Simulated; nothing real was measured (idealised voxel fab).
You're looking at the process module voxel released beams.
The cross-section shown here is cut; it is 250 nm wide and divided into square cells measuring 5 nm on a side.
For the purposes of this document, a cross-section shall be understood as a grid of square cells, specified as bands listed in top-to-bottom order, each band consisting of one or more rows of cells.
In this notation a band is specified by the heights of its top and bottom, in that order and in nm, after which its materials appear from left to right, each paired with its width in nm. The word "full width" attached to a single material means that material fills the band from edge to edge; the word "air" stands for empty space.
Height 0 is the level under which the wafer as received is all one material. The lowest band goes on downwards, as in "top 0, no bottom".
It should be noted that a width expressed as "30..40" varies in equal increments from row to row of cells within the band, taking the value of the first number at the top row and that of the second number at the bottom row.
Any step labelled "no modifications" changed none of the cells in the cross-section.
The entry "Fully closed voids" lists the empty spaces that cover at least 8 cells and have no open path to the top. Each is written as width x height at distance, where the distance is measured from the left edge and all three values are in nm.
Text after the settings on a step's line: the simulator's own remark on that step.
overlay nm: where the mask lay relative to plan, measured to the right, on steps with a mask; negatives go left.
Intended process steps
| 1 | RECEIVE, material Si |
| 2 | CONFORMAL_DEP, material SiN, thk nm 5 |
| 3 | DIRECTIONAL_DEP, material SiO2, thk nm 20 |
| 4 | PATTERN, tone open, mask id ANCHOR, material resist, width nm 45, thk nm 15, overlay nm 0 |
| 5 | DIRECTIONAL_ETCH, etch materials SiO2, depth nm 20 |
| 6 | STRIP, etch materials resist |
| 7 | CONFORMAL_DEP, material TiN, thk nm 15 |
| 8 | MASKED_ETCH, tone cover, mask id BEAM, width nm 130, etch materials TiN, depth nm 15, overlay nm 0 |
| 9 | STRIP, etch materials SiO2 |
First of two wafers: run as planned
Wafer as received: cross-section following step 1
- top 0, no bottom: Si full width
- Fully closed voids: none
You're looking at a cross-section of the wafer after step 2
- top 5, bottom 0: SiN full width
- Everything under 0 stays put, no change at all.
You're looking at a cross-section of the wafer after step 3
- top 25, bottom 5: SiO2 full width
- Everything under 5 stays put, no change at all.
You're looking at a cross-section of the wafer after step 4
- top 40, bottom 25: resist=60 / air=45 / resist=145
- Everything under 25 stays put, no change at all.
You're looking at a cross-section of the wafer after step 5
- top 40, bottom 25: resist=60 / air=45 / resist=145
- top 25, bottom 5: SiO2=60 / air=45 / SiO2=145
- Everything under 5 stays put, no change at all.
You're looking at a cross-section of the wafer after step 6
- top 25, bottom 5: SiO2=60 / air=45 / SiO2=145
- Everything under 5 stays put, no change at all.
You're looking at a cross-section of the wafer after step 7
- top 40, bottom 25: TiN=75 / air=15 / TiN=160
- top 25, bottom 20: SiO2=60 / TiN=15 / air=15 / TiN=15 / SiO2=145
- top 20, bottom 5: SiO2=60 / TiN=45 / SiO2=145
- Everything under 5 stays put, no change at all.
You're looking at a cross-section of the wafer after step 8
- top 40, bottom 25: air=55 / TiN=20 / air=15 / TiN=95 / air=65
- Everything under 25 stays put, no change at all.
You're looking at a cross-section of the wafer after step 9
- top 40, bottom 25: air=55 / TiN=20 / air=15 / TiN=95 / air=65
- top 25, bottom 20: air=60 / TiN=15 / air=15 / TiN=15 / air=145
- top 20, bottom 5: air=60 / TiN=45 / air=145
- Everything under 5 stays put, no change at all.
It is to be noted that the second wafer proceeded from the same initial state and according to the same plan as the first, although one mistake was committed in its execution; through step 6, inclusive, the two wafers share an identical history
Cross-section: second wafer, time at which step 7 was scheduled to end
- top 55, bottom 25: TiN full width
- top 25, bottom 5: SiO2=60 / TiN=45 / SiO2=145
- Everything under 5 stays put, no change at all.
Cross-section: second wafer, time at which step 8 was scheduled to end
- top 55, bottom 40: air=55 / TiN=130 / air=65
- Everything under 40 stays put, no change at all.
Cross-section: second wafer, time at which step 9 was scheduled to end: no modifications
Short version of what went wrong: heads up, step 7 of the plan got done twice
Counted in cells at the end, the second wafer holds more or fewer of these materials than the first: SiO2: 164 more | TiN: 162 more
